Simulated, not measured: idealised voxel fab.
Process module name: voxel ribs on slabs
The cross-section shown here is cut; it is 170 nm wide and divided into square cells measuring 5 nm on a side.
We lay out every cross-section as a grid of square cells and spell it out in bands from the top down, where one band means one or more rows of cells.
A band entry consists of two parts. The first gives the height of the band's top and the height of its bottom, in nm. The rest lists the band's materials from left to right, each with its width in nm. A single material labelled with the word "all across" fills the band from edge to edge, and the word "air" marks empty space.
Ref level 0: as-received wafer is one material below here. Bottom band extends down with no lower bound ("0 down").
The width entry "30..40" should be interpreted row by row: the top row of cells in the band takes the first number, the bottom row takes the second number, and the change between adjacent rows is uniform throughout.
What does "no change occurred" mean for a step? It means no cell of the cross-section changed in that step.
Basically, "Enclosed cavities" tells you about the enclosed voids: empty spaces with no open way to the top, 8 cells or bigger, each written width x height at distance, where distance is from the left edge, all in nm.
What comes after the settings on a step's line is commentary from the simulator itself on that step.
Steps that use a mask can have "overlay nm" on their line. It says how far the mask sat to the right of where it was meant to be. Negative means to the left.
-- The following list gives the planned process steps
1) RECEIVE,material Si
2) DIRECTIONAL_DEP,material SiO2,thk nm 30
3) DIRECTIONAL_DEP,material polySi,thk nm 25
4) MASKED_ETCH,tone cover,mask id RIB,width nm 30,etch materials polySi,depth nm 15,overlay nm 0
5) DIRECTIONAL_DEP,material aC,thk nm 10
6) PATTERN,tone cover,mask id SLAB,material resist,width nm 80,thk nm 25,overlay nm 0
7) DIRECTIONAL_ETCH,etch materials aC,depth nm 10
8) STRIP,etch materials resist
9) DIRECTIONAL_ETCH,etch materials polySi,depth nm 10
10) STRIP,etch materials aC
11) FILL_DEP,material SiO2,thk nm 15
12) CMP,height nm 65
13) DIRECTIONAL_DEP,material TiN,thk nm 10
14) PATTERN,tone cover,mask id HEATER,material resist,width nm 40,thk nm 15,overlay nm 0
15) DIRECTIONAL_ETCH,etch materials TiN,depth nm 10
16) STRIP,etch materials resist
17) CONFORMAL_DEP,material SiO2,thk nm 10
-- Cross-sectional view of the wafer in its as-received condition, corresponding to the state after step 1
  0 down: Si all across
  Enclosed cavities: none
-- Module complete - cross-section of the first of two wafers, run according to plan
  85 to 75: 55 nm air, then 60 nm SiO2, then 55 nm air
  75 to 65: 65 nm SiO2, then 40 nm TiN, then 65 nm SiO2
  65 to 55: SiO2 all across
  55 to 40: 70 nm SiO2, then 30 nm polySi, then 70 nm SiO2
  40 to 30: 45 nm SiO2, then 80 nm polySi, then 45 nm SiO2
  30 to 0: SiO2 all across
  0 down: Si all across
  Enclosed cavities: none
-- Cross-section, wafer two of two, end of module: same start and plan as wafer one, one error in execution
  85 to 75: 55 nm air, then 60 nm SiO2, then 55 nm air
  75 to 65: 65 nm SiO2, then 40 nm TiN, then 65 nm SiO2
  65 to 55: SiO2 all across
  55 to 40: 75 nm SiO2, then 30 nm polySi, then 65 nm SiO2
  40 to 30: 45 nm SiO2, then 80 nm polySi, then 45 nm SiO2
  30 to 0: SiO2 all across
  0 down: Si all across
  Enclosed cavities: none
Diagnosis: step 4 was run on a setting that differed from the plan, and what really ran there is MASKED_ETCH,tone cover,mask id RIB,width nm 30,etch materials polySi,depth nm 15,overlay nm 5
At the end, the second wafer has the same number of cells of each material as the first, but those cells sit in other places.
